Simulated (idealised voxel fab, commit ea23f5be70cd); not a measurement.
Name of the process module below: voxel air gaps
155 nm wide, 5 nm square cells: that's cross-section cut.
Reading order for cross-sections: top band down to bottom band. Underlying form: a grid of square cells. Band size: one or more rows of cells. For a band, the entry starts with two heights in nm, that of the top and then that of the bottom, and carries on with the band's materials in order from left to right, each alongside its width in nm; the word "full width" beside a single material means it fills the band edge to edge, and "blank" means empty space. Convention: height 0 is the level below which the wafer, as received, is all one material. The lowest band does not terminate at the bottom but continues downward, represented as "0..down". Quick explanation for "30 to 40": the width changes in equal steps down the rows of cells, from the first number in the band's top row to the second number in its bottom row. For the purposes of this document, the phrase "left unchanged" attached to a step denotes that no cell within the cross-section was modified by that step. For the entry "Unvented cavities", the listed items are empty spaces with no open way to the top whose size is 8 cells or more; each item follows the pattern width x height at distance, where distance is from the left edge and all three are in nm. Text after the settings on a step's line: the simulator's own remark on that step. If you see "overlay nm" on a step's line and that step has a mask, it's telling you how far right of where it was planned the mask ended up; a negative number means it went left instead.

### Intended process steps
step 1: op RECEIVE | material Si
step 2: op CONFORMAL_DEP | material SiO2 | thk nm 10
step 3: op CONFORMAL_DEP | material SiN | thk nm 5
step 4: op DIRECTIONAL_DEP | material SiO2 | thk nm 30
step 5: op DIRECTIONAL_DEP | material aC | thk nm 10
step 6: op PATTERN | tone open | mask id LINES | material resist | width nm 20 | pitch nm 45 | thk nm 30 | overlay nm 0
step 7: op DIRECTIONAL_ETCH | etch materials aC | depth nm 10
step 8: op STRIP | etch materials resist
step 9: op DIRECTIONAL_ETCH | etch materials SiO2 | depth nm 30
step 10: op STRIP | etch materials aC
step 11: op CONFORMAL_DEP | material TiN | thk nm 5
step 12: op FILL_DEP | material Ru | thk nm 5
step 13: op CMP | height nm 45
step 14: op EPI | material Ru | thk nm 10
step 15: op SELECTIVE_ETCH | etch materials SiO2 | depth nm 40
step 16: op CONFORMAL_DEP | material SiCN | thk nm 5

### As received (post step 1): cross-section
	0..down = Si full width
	Unvented cavities: none

### This is how the wafer looks in cross-section once the module is done, given the starting state and plan above and one mistake in carrying the plan out
	70..55 = SiCN full width
	55..45 = SiCN=10, then Ru=40, then SiCN=5, then Ru=40, then SiCN=5, then Ru=40, then SiCN=15
	45..40 = SiCN=20, then TiN=5, then Ru=10, then TiN=5, then SiCN=25, then TiN=5, then Ru=10, then TiN=5, then SiCN=25, then TiN=5, then Ru=10, then TiN=5, then SiCN=25
	40..35 = SiCN=20, then TiN=5, then Ru=10, then TiN=5, then SiCN=5, then blank=15, then SiCN=5, then TiN=5, then Ru=10, then TiN=5, then SiCN=5, then blank=15, then SiCN=5, then TiN=5, then Ru=10, then TiN=5, then SiCN=25
	35..25 = blank=10, then SiCN=10, then TiN=5, then Ru=10, then TiN=5, then SiCN=5, then blank=15, then SiCN=5, then TiN=5, then Ru=10, then TiN=5, then SiCN=5, then blank=15, then SiCN=5, then TiN=5, then Ru=10, then TiN=5, then SiCN=25
	25..20 = SiCN=20, then TiN=5, then Ru=10, then TiN=5, then SiCN=5, then blank=15, then SiCN=5, then TiN=5, then Ru=10, then TiN=5, then SiCN=5, then blank=15, then SiCN=5, then TiN=5, then Ru=10, then TiN=5, then SiCN=25
	20..15 = SiCN=20, then TiN=20, then SiCN=25, then TiN=20, then SiCN=25, then TiN=20, then SiCN=25
	15..10 = SiN full width
	10..0 = SiO2 full width
	0..down = Si full width
	Unvented cavities: 15 x 20 at 45; 15 x 20 at 90
Here's what went sideways: step 16 ran as: op CONFORMAL_DEP | material SiCN | thk nm 15
